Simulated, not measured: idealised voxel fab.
process module | voxel self aligned contacts
cross-section cut | 205 nm wide | cells 5 nm
A cross-section is a grid of square cells, given in bands from the top down. A band is one or more rows of cells.
Each band's line starts with the height of the band's top and of its bottom, in nm. Then come its materials from left to right, each with its width in nm. One material with "throughout" fills the band from edge to edge. "air" is empty space.
Height 0 is the level under which the wafer as received is all one material. The lowest band goes on downwards, as in "0 down".
A width such as "30 to 40" changes by the same amount from each row of cells to the next, from the band's top row to its bottom row.
"no change" after a step means that no cell of the cross-section changed.
closed voids: empty space of 8 cells or more with no open way to the top, each as width x height at its distance from the left edge, in nm
after a step's settings: what the simulator itself notes on the step
overlay nm, on a step with a mask: how far to the right of its planned place the mask lay; to the left if negative
Each pair below shows a cross-section before one step and the cross-section after it, down to the lowest band that changed. The line under each pair gives the step between them, with its settings. The pairs can come from different runs of this module on the same starting wafer, so a pair continues from the pair above only where its "before" says so.
before
  55 to 50: TiN 60 | air 20 | TiN 45 | air 20 | TiN 60
  50 to 40: SiO2 55 | TiN 5 to 10 | air 20 to 10 | TiN 5 to 10 | SiO2 35 | TiN 5 to 10 | air 20 to 10 | TiN 5 to 10 | SiO2 55
  40 to 20: SiO2 15 | SiN 45 | TiN 5 | air 10 | TiN 5 | SiN 45 | TiN 5 | air 10 | TiN 5 | SiN 45 | SiO2 15
  20 to 0: SiO2 15 | SiN 5 | polySi 35 | SiN 5 | TiN 5 | air 10 | TiN 5 | SiN 5 | polySi 35 | SiN 5 | TiN 5 | air 10 | TiN 5 | SiN 5 | polySi 35 | SiN 5 | SiO2 15
  0 to -5: SiO2 60 | TiN 20 | SiO2 45 | TiN 20 | SiO2 60
  -5 down: Si throughout
  closed voids: none
after
  60 to 55: W throughout
  55 to 50: TiN 60 | W 20 | TiN 45 | W 20 | TiN 60
  50 to 40: SiO2 55 | TiN 5 to 10 | W 20 to 10 | TiN 5 to 10 | SiO2 35 | TiN 5 to 10 | W 20 to 10 | TiN 5 to 10 | SiO2 55
  40 to 20: SiO2 15 | SiN 45 | TiN 5 | W 10 | TiN 5 | SiN 45 | TiN 5 | W 10 | TiN 5 | SiN 45 | SiO2 15
  20 to 0: SiO2 15 | SiN 5 | polySi 35 | SiN 5 | TiN 5 | W 10 | TiN 5 | SiN 5 | polySi 35 | SiN 5 | TiN 5 | W 10 | TiN 5 | SiN 5 | polySi 35 | SiN 5 | SiO2 15
  below 0: unchanged
  closed voids: none
the step between: op FILL_DEP | material W | thk nm 5
before: the cross-section after the pair above
after
  50 to 40: SiO2 55 | TiN 5 to 10 | W 20 to 10 | TiN 5 to 10 | SiO2 35 | TiN 5 to 10 | W 20 to 10 | TiN 5 to 10 | SiO2 55
  below 40: unchanged
  closed voids: none
the step between: op CMP | height nm 50
before: the cross-section after the pair above
after
  55 to 50: SiN throughout
  below 50: unchanged
  closed voids: none
the step between: op CONFORMAL_DEP | material SiN | thk nm 5
before
  50 to 40: SiO2 throughout
  40 to 20: SiO2 15 | SiN 45 | SiO2 20 | SiN 45 | SiO2 20 | SiN 45 | SiO2 15
  20 to 0: SiO2 15 | SiN 5 | polySi 35 | SiN 5 | SiO2 20 | SiN 5 | polySi 35 | SiN 5 | SiO2 20 | SiN 5 | polySi 35 | SiN 5 | SiO2 15
  0 to -5: SiO2 throughout
  -5 down: Si throughout
  closed voids: none
after
  65 to 50: resist 45 | air 40 | resist 25 | air 40 | resist 55
  below 50: unchanged
  closed voids: none
the step between: op PATTERN | tone open | mask id CONTACT | material resist | width nm 40 | pitch nm 65 | thk nm 15 | overlay nm -5
before: the cross-section after the pair above
after
  65 to 50: resist 45 | air 40 | resist 25 | air 40 | resist 55
  50 to 40: SiO2 45 | air 40 | SiO2 25 | air 40 | SiO2 55
  40 to 20: SiO2 15 | SiN 45 | air 20 | SiN 45 | air 20 | SiN 45 | SiO2 15
  20 to 0: SiO2 15 | SiN 5 | polySi 35 | SiN 5 | air 20 | SiN 5 | polySi 35 | SiN 5 | air 20 | SiN 5 | polySi 35 | SiN 5 | SiO2 15
  0 to -5: SiO2 60 | air 20 | SiO2 45 | air 20 | SiO2 60
  below -5: unchanged
  closed voids: none
the step between: op DIRECTIONAL_ETCH | etch materials SiO2 | depth nm 55
before: the cross-section after the pair above
after
  50 to 40: SiO2 45 | air 40 | SiO2 25 | air 40 | SiO2 55
  below 40: unchanged
  closed voids: none
the step between: op STRIP | etch materials resist
before: the cross-section after the pair above
after
  55 to 50: TiN 50 | air 30 | TiN 35 | air 30 | TiN 60
  50 to 40: SiO2 45 | TiN 5 to 20 | air 30 to 10 | TiN 5 to 10 | SiO2 25 | TiN 5 to 20 | air 30 to 10 | TiN 5 to 10 | SiO2 55
  40 to 20: SiO2 15 | SiN 45 | TiN 5 | air 10 | TiN 5 | SiN 45 | TiN 5 | air 10 | TiN 5 | SiN 45 | SiO2 15
  20 to 0: SiO2 15 | SiN 5 | polySi 35 | SiN 5 | TiN 5 | air 10 | TiN 5 | SiN 5 | polySi 35 | SiN 5 | TiN 5 | air 10 | TiN 5 | SiN 5 | polySi 35 | SiN 5 | SiO2 15
  0 to -5: SiO2 60 | TiN 20 | SiO2 45 | TiN 20 | SiO2 60
  below -5: unchanged
  closed voids: none
the step between: op CONFORMAL_DEP | material TiN | thk nm 5
before: the cross-section after the pair above
after
  60 to 55: W throughout
  55 to 50: TiN 50 | W 30 | TiN 35 | W 30 | TiN 60
  50 to 40: SiO2 45 | TiN 5 to 20 | W 30 to 10 | TiN 5 to 10 | SiO2 25 | TiN 5 to 20 | W 30 to 10 | TiN 5 to 10 | SiO2 55
  40 to 20: SiO2 15 | SiN 45 | TiN 5 | W 10 | TiN 5 | SiN 45 | TiN 5 | W 10 | TiN 5 | SiN 45 | SiO2 15
  20 to 0: SiO2 15 | SiN 5 | polySi 35 | SiN 5 | TiN 5 | W 10 | TiN 5 | SiN 5 | polySi 35 | SiN 5 | TiN 5 | W 10 | TiN 5 | SiN 5 | polySi 35 | SiN 5 | SiO2 15
  below 0: unchanged
  closed voids: none
the step between: op FILL_DEP | material W | thk nm 5
before: the cross-section after the pair above
after
  50 to 40: SiO2 45 | TiN 5 to 20 | W 30 to 10 | TiN 5 to 10 | SiO2 25 | TiN 5 to 20 | W 30 to 10 | TiN 5 to 10 | SiO2 55
  below 40: unchanged
  closed voids: none
the step between: op CMP | height nm 50
before: the cross-section after the pair above
after
  55 to 50: SiN throughout
  below 50: unchanged
  closed voids: none
the step between: op CONFORMAL_DEP | material SiN | thk nm 5
before
  55 to 50: TiN 55 | air 30 | TiN 35 | air 30 | TiN 55
  50 to 40: SiO2 50 | TiN 5 to 15 | air 30 to 10 | TiN 5 to 15 | SiO2 25 | TiN 5 to 15 | air 30 to 10 | TiN 5 to 15 | SiO2 50
  40 to 20: SiO2 15 | SiN 45 | TiN 5 | air 10 | TiN 5 | SiN 45 | TiN 5 | air 10 | TiN 5 | SiN 45 | SiO2 15
  20 to 0: SiO2 15 | SiN 5 | polySi 35 | SiN 5 | TiN 5 | air 10 | TiN 5 | SiN 5 | polySi 35 | SiN 5 | TiN 5 | air 10 | TiN 5 | SiN 5 | polySi 35 | SiN 5 | SiO2 15
  0 to -5: SiO2 60 | TiN 20 | SiO2 45 | TiN 20 | SiO2 60
  -5 down: Si throughout
  closed voids: none
after
  60 to 55: polySi throughout
  55 to 50: TiN 55 | polySi 30 | TiN 35 | polySi 30 | TiN 55
  50 to 40: SiO2 50 | TiN 5 to 15 | polySi 30 to 10 | TiN 5 to 15 | SiO2 25 | TiN 5 to 15 | polySi 30 to 10 | TiN 5 to 15 | SiO2 50
  40 to 20: SiO2 15 | SiN 45 | TiN 5 | polySi 10 | TiN 5 | SiN 45 | TiN 5 | polySi 10 | TiN 5 | SiN 45 | SiO2 15
  20 to 0: SiO2 15 | SiN 5 | polySi 35 | SiN 5 | TiN 5 | polySi 10 | TiN 5 | SiN 5 | polySi 35 | SiN 5 | TiN 5 | polySi 10 | TiN 5 | SiN 5 | polySi 35 | SiN 5 | SiO2 15
  below 0: unchanged
  closed voids: none
the step between: op FILL_DEP | material polySi | thk nm 5
before: the cross-section after the pair above
after
  50 to 40: SiO2 50 | TiN 5 to 15 | polySi 30 to 10 | TiN 5 to 15 | SiO2 25 | TiN 5 to 15 | polySi 30 to 10 | TiN 5 to 15 | SiO2 50
  below 40: unchanged
  closed voids: none
the step between: op CMP | height nm 50
before: the cross-section after the pair above
after
  55 to 50: SiN throughout
  below 50: unchanged
  closed voids: none
the step between: op CONFORMAL_DEP | material SiN | thk nm 5
before
  50 to 40: SiO2 throughout
  40 to 20: SiO2 15 | SiN 45 | SiO2 20 | SiN 45 | SiO2 20 | SiN 45 | SiO2 15
  20 to 0: SiO2 15 | SiN 5 | polySi 35 | SiN 5 | SiO2 20 | SiN 5 | polySi 35 | SiN 5 | SiO2 20 | SiN 5 | polySi 35 | SiN 5 | SiO2 15
  0 to -5: SiO2 throughout
  -5 down: Si throughout
  closed voids: none
after
  65 to 50: air 50 | resist 40 | air 25 | resist 40 | air 50
  below 50: unchanged
  closed voids: none
the step between: op PATTERN | tone cover | mask id CONTACT | material resist | width nm 40 | pitch nm 65 | thk nm 15 | overlay nm 0
before: the cross-section after the pair above
after
  65 to 50: air 50 | resist 40 | air 25 | resist 40 | air 50
  50 to 40: air 50 | SiO2 40 | air 25 | SiO2 40 | air 50
  40 to 20: air 15 | SiN 45 | SiO2 20 | SiN 45 | SiO2 20 | SiN 45 | air 15
  20 to 0: air 15 | SiN 5 | polySi 35 | SiN 5 | SiO2 20 | SiN 5 | polySi 35 | SiN 5 | SiO2 20 | SiN 5 | polySi 35 | SiN 5 | air 15
  0 to -5: air 15 | SiO2 175 | air 15
  below -5: unchanged
  closed voids: none
the step between: op DIRECTIONAL_ETCH | etch materials SiO2 | depth nm 55
before: the cross-section after the pair above
after
  50 to 40: air 50 | SiO2 40 | air 25 | SiO2 40 | air 50
  below 40: unchanged
  closed voids: none
the step between: op STRIP | etch materials resist
before: the cross-section after the pair above
after
  55 to 50: air 45 | TiN 50 | air 15 | TiN 50 | air 45
  50 to 45: air 45 | TiN 5 | SiO2 40 | TiN 5 | air 15 | TiN 5 | SiO2 40 | TiN 5 | air 45
  45 to 40: air 10 | TiN 40 | SiO2 40 | TiN 25 | SiO2 40 | TiN 40 | air 10
  40 to 20: air 10 | TiN 5 | SiN 45 | SiO2 20 | SiN 45 | SiO2 20 | SiN 45 | TiN 5 | air 10
  20 to 0: air 10 | TiN 5 | SiN 5 | polySi 35 | SiN 5 | SiO2 20 | SiN 5 | polySi 35 | SiN 5 | SiO2 20 | SiN 5 | polySi 35 | SiN 5 | TiN 5 | air 10
  0 to -5: TiN 15 | SiO2 175 | TiN 15
  below -5: unchanged
  closed voids: none
the step between: op CONFORMAL_DEP | material TiN | thk nm 5
before: the cross-section after the pair above
after
  60 to 55: W throughout
  55 to 50: W 45 | TiN 50 | W 15 | TiN 50 | W 45
  50 to 45: W 45 | TiN 5 | SiO2 40 | TiN 5 | W 15 | TiN 5 | SiO2 40 | TiN 5 | W 45
  45 to 40: W 10 | TiN 40 | SiO2 40 | TiN 25 | SiO2 40 | TiN 40 | W 10
  40 to 20: W 10 | TiN 5 | SiN 45 | SiO2 20 | SiN 45 | SiO2 20 | SiN 45 | TiN 5 | W 10
  20 to 0: W 10 | TiN 5 | SiN 5 | polySi 35 | SiN 5 | SiO2 20 | SiN 5 | polySi 35 | SiN 5 | SiO2 20 | SiN 5 | polySi 35 | SiN 5 | TiN 5 | W 10
  below 0: unchanged
  closed voids: none
the step between: op FILL_DEP | material W | thk nm 5
before: the cross-section after the pair above
after
  50 to 45: W 45 | TiN 5 | SiO2 40 | TiN 5 | W 15 | TiN 5 | SiO2 40 | TiN 5 | W 45
  below 45: unchanged
  closed voids: none
the step between: op CMP | height nm 50
before: the cross-section after the pair above
after
  55 to 50: SiN throughout
  below 50: unchanged
  closed voids: none
the step between: op CONFORMAL_DEP | material SiN | thk nm 5
